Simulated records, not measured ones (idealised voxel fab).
The following is a process module called voxel trench capacitor.
Each square cell in cross-section cut measures 5 nm, and the section as a whole is 140 nm wide.
Cross-section layout: square cells on a grid; listed as bands, top to bottom; a band spans one or more cell rows.
Band: top height; bottom height; in nm. Then, left to right: material with width in nm, for each material. "all across": a single material spanning edge to edge. "air": empty space.
We count height from 0. Below that, the starting wafer is all one material. The lowest band never ends at the bottom but goes on down; see "0 and below" for how that is written.
It should be noted that a width expressed as "30 to 40" varies in equal increments from row to row of cells within the band, taking the value of the first number at the top row and that of the second number at the bottom row.
It should be understood that the words "nothing altered", when stated for a given step, signify that the cross-section underwent no change in any of its cells during that step.
Listed in "Encapsulated voids": every empty space of 8 or more cells without an open way to the top. Form: width x height at distance, the distance being from the left edge, all in nm.
If you see something after the settings on a step's line, that's the simulator's own remark about that step.
Steps that use a mask can have "overlay nm" on their line. It says how far the mask sat to the right of where it was meant to be. Negative means to the left.

# So here's the lineup of process steps we planned
1. RECEIVE (material Si)
2. CONFORMAL_DEP (material SiN; thk nm 10)
3. PATTERN (tone open; mask id TRENCH; material resist; width nm 20; pitch nm 40; thk nm 15; overlay nm 0)
4. DIRECTIONAL_ETCH (etch materials SiN; depth nm 10)
5. DIRECTIONAL_ETCH (etch materials Si; depth nm 25)
6. STRIP (etch materials resist)
7. CONFORMAL_DEP (material SiO2; thk nm 5)
8. FILL_DEP (material polySi; thk nm 10)
9. CMP (height nm 10)

# This is the cross-section of the wafer as we received it, i.e. after step 1
> 0 and below | Si all across
> Encapsulated voids: none

# End-of-module XS, first of two wafers, run as planned
> 10 down to 0 | SiN 40 nm / SiO2 5 nm / polySi 10 nm / SiO2 5 nm / SiN 20 nm / SiO2 5 nm / polySi 10 nm / SiO2 5 nm / SiN 40 nm
> 0 down to -20 | Si 40 nm / SiO2 5 nm / polySi 10 nm / SiO2 5 nm / Si 20 nm / SiO2 5 nm / polySi 10 nm / SiO2 5 nm / Si 40 nm
> -20 down to -25 | Si 40 nm / SiO2 20 nm / Si 20 nm / SiO2 20 nm / Si 40 nm
> -25 and below | Si all across
> Encapsulated voids: none

# second wafer at the end: like start, like plan, one mistake
> 25 down to 15 | polySi all across
> 15 down to 10 | SiO2 45 nm / polySi 10 nm / SiO2 30 nm / polySi 10 nm / SiO2 45 nm
> 10 down to 0 | SiN 40 nm / SiO2 5 nm / polySi 10 nm / SiO2 5 nm / SiN 20 nm / SiO2 5 nm / polySi 10 nm / SiO2 5 nm / SiN 40 nm
> 0 down to -20 | Si 40 nm / SiO2 5 nm / polySi 10 nm / SiO2 5 nm / Si 20 nm / SiO2 5 nm / polySi 10 nm / SiO2 5 nm / Si 40 nm
> -20 down to -25 | Si 40 nm / SiO2 20 nm / Si 20 nm / SiO2 20 nm / Si 40 nm
> -25 and below | Si all across
> Encapsulated voids: none
Here's what went sideways: step 9 of the plan: omitted, not performed
Bottom line after processing is that, in cells, the second wafer is up or down on some materials versus the first: SiO2: 24 more, polySi: 60 more
